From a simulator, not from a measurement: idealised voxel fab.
process module | voxel wiring stack
cross-section cut | 290 nm wide | cells 5 nm
A cross-section is a grid of square cells, given in bands from the top down. A band is one or more rows of cells.
Each band's line starts with the height of the band's top and of its bottom, in nm. Then come its materials from left to right, each with its width in nm. One material with "throughout" fills the band from edge to edge. "air" is empty space.
Height 0 is the level under which the wafer as received is all one material. The lowest band goes on downwards, as in "0 down".
A width such as "30 to 40" changes by the same amount from each row of cells to the next, from the band's top row to its bottom row.
"no change" after a step means that no cell of the cross-section changed.
closed voids: empty space of 8 cells or more with no open way to the top, each as width x height at its distance from the left edge, in nm
after a step's settings: what the simulator itself notes on the step
overlay nm, on a step with a mask: how far to the right of its planned place the mask lay; to the left if negative
plan
1 op RECEIVE | material Si
2 op CONFORMAL_DEP | material SiO2 | thk nm 15
3 op CONFORMAL_DEP | material SiCN | thk nm 5
4 op DIRECTIONAL_DEP | material SiO2 | thk nm 20
5 op PATTERN | tone open | mask id METAL_1 | material resist | width nm 30 | pitch nm 50 | thk nm 15 | overlay nm 0
6 op DIRECTIONAL_ETCH | etch materials SiO2 | depth nm 20
7 op DIRECTIONAL_ETCH | etch materials SiCN | depth nm 5
8 op STRIP | etch materials resist
9 op CONFORMAL_DEP | material TiN | thk nm 5
10 op FILL_DEP | material Cu | thk nm 5
11 op CMP | height nm 40
12 op EPI | material Ru | thk nm 5
13 op FILL_DEP | material SiCN | thk nm 5
14 op DIRECTIONAL_DEP | material lowk | thk nm 20
15 op DIRECTIONAL_DEP | material aC | thk nm 15
16 op PATTERN | tone open | mask id PLUG_1 | material resist | width nm 15 | pitch nm 50 | thk nm 35 | overlay nm 0
17 op DIRECTIONAL_ETCH | etch materials aC | depth nm 15
18 op STRIP | etch materials resist
19 op DIRECTIONAL_ETCH | etch materials lowk | depth nm 20
20 op DIRECTIONAL_ETCH | etch materials SiCN | depth nm 5
21 op STRIP | etch materials aC
22 op CONFORMAL_DEP | material TiN | thk nm 5
23 op FILL_DEP | material Ru | thk nm 5
24 op CMP | height nm 70
25 op CONFORMAL_DEP | material SiN | thk nm 5
26 op DIRECTIONAL_DEP | material lowk | thk nm 15
27 op MASKED_ETCH | tone open | mask id METAL_2 | width nm 30 | pitch nm 50 | etch materials lowk | depth nm 15 | overlay nm 0
28 op MASKED_ETCH | tone open | mask id METAL_2 | width nm 30 | pitch nm 50 | etch materials SiN | depth nm 5 | overlay nm 0
29 op CONFORMAL_DEP | material TiN | thk nm 5
30 op FILL_DEP | material Cu | thk nm 10
31 op CMP | height nm 90
32 op CONFORMAL_DEP | material SiCN | thk nm 5
as received, after step 1
  0 down: Si throughout
  closed voids: none
first wafer at the end, as planned
  95 to 90: SiCN throughout
  90 to 75: lowk 55 | TiN 5 | Cu 20 | TiN 5 | lowk 20 | TiN 5 | Cu 20 | TiN 5 | lowk 20 | TiN 5 | Cu 20 | TiN 5 | lowk 20 | TiN 5 | Cu 20 | TiN 5 | lowk 55
  75 to 70: SiN 55 | TiN 30 | SiN 20 | TiN 30 | SiN 20 | TiN 30 | SiN 20 | TiN 30 | SiN 55
  70 to 50: lowk 55 | TiN 5 | Ru 5 | TiN 5 | lowk 35 | TiN 5 | Ru 5 | TiN 5 | lowk 35 | TiN 5 | Ru 5 | TiN 5 | lowk 35 | TiN 5 | Ru 5 | TiN 5 | lowk 70
  50 to 45: SiCN 55 | TiN 15 | SiCN 35 | TiN 15 | SiCN 35 | TiN 15 | SiCN 35 | TiN 15 | SiCN 70
  45 to 40: SiCN 50 | Ru 40 | SiCN 10 | Ru 40 | SiCN 10 | Ru 40 | SiCN 10 | Ru 40 | SiCN 50
  40 to 20: SiO2 55 | TiN 5 | Cu 20 | TiN 5 | SiO2 20 | TiN 5 | Cu 20 | TiN 5 | SiO2 20 | TiN 5 | Cu 20 | TiN 5 | SiO2 20 | TiN 5 | Cu 20 | TiN 5 | SiO2 55
  20 to 15: SiCN 55 | TiN 30 | SiCN 20 | TiN 30 | SiCN 20 | TiN 30 | SiCN 20 | TiN 30 | SiCN 55
  15 to 0: SiO2 throughout
  0 down: Si throughout
  closed voids: none
second wafer at the end: like start, like plan, one mistake
  95 to 90: SiCN throughout
  90 to 80: lowk 55 | TiN 5 | Cu 20 | TiN 5 | lowk 20 | TiN 5 | Cu 20 | TiN 5 | lowk 20 | TiN 5 | Cu 20 | TiN 5 | lowk 20 | TiN 5 | Cu 20 | TiN 5 | lowk 55
  80 to 75: lowk 55 | TiN 15 | Cu 10 | TiN 5 | lowk 20 | TiN 15 | Cu 10 | TiN 5 | lowk 20 | TiN 15 | Cu 10 | TiN 5 | lowk 20 | TiN 15 | Cu 10 | TiN 5 | lowk 55
  75 to 70: SiN 65 | TiN 20 | SiN 30 | TiN 20 | SiN 30 | TiN 20 | SiN 30 | TiN 20 | SiN 55
  70 to 50: lowk 55 | TiN 5 | Ru 5 | TiN 5 | lowk 35 | TiN 5 | Ru 5 | TiN 5 | lowk 35 | TiN 5 | Ru 5 | TiN 5 | lowk 35 | TiN 5 | Ru 5 | TiN 5 | lowk 70
  50 to 45: SiCN 55 | TiN 15 | SiCN 35 | TiN 15 | SiCN 35 | TiN 15 | SiCN 35 | TiN 15 | SiCN 70
  45 to 40: SiCN 50 | Ru 40 | SiCN 10 | Ru 40 | SiCN 10 | Ru 40 | SiCN 10 | Ru 40 | SiCN 50
  40 to 20: SiO2 55 | TiN 5 | Cu 20 | TiN 5 | SiO2 20 | TiN 5 | Cu 20 | TiN 5 | SiO2 20 | TiN 5 | Cu 20 | TiN 5 | SiO2 20 | TiN 5 | Cu 20 | TiN 5 | SiO2 55
  20 to 15: SiCN 55 | TiN 30 | SiCN 20 | TiN 30 | SiCN 20 | TiN 30 | SiCN 20 | TiN 30 | SiCN 55
  15 to 0: SiO2 throughout
  0 down: Si throughout
  closed voids: none
what went wrong: step 28 ran as: op MASKED_ETCH | tone open | mask id METAL_2 | width nm 30 | pitch nm 50 | etch materials SiN | depth nm 5 | overlay nm 10
at the end the second wafer has, in cells: 8 fewer of Cu | 8 more of SiN
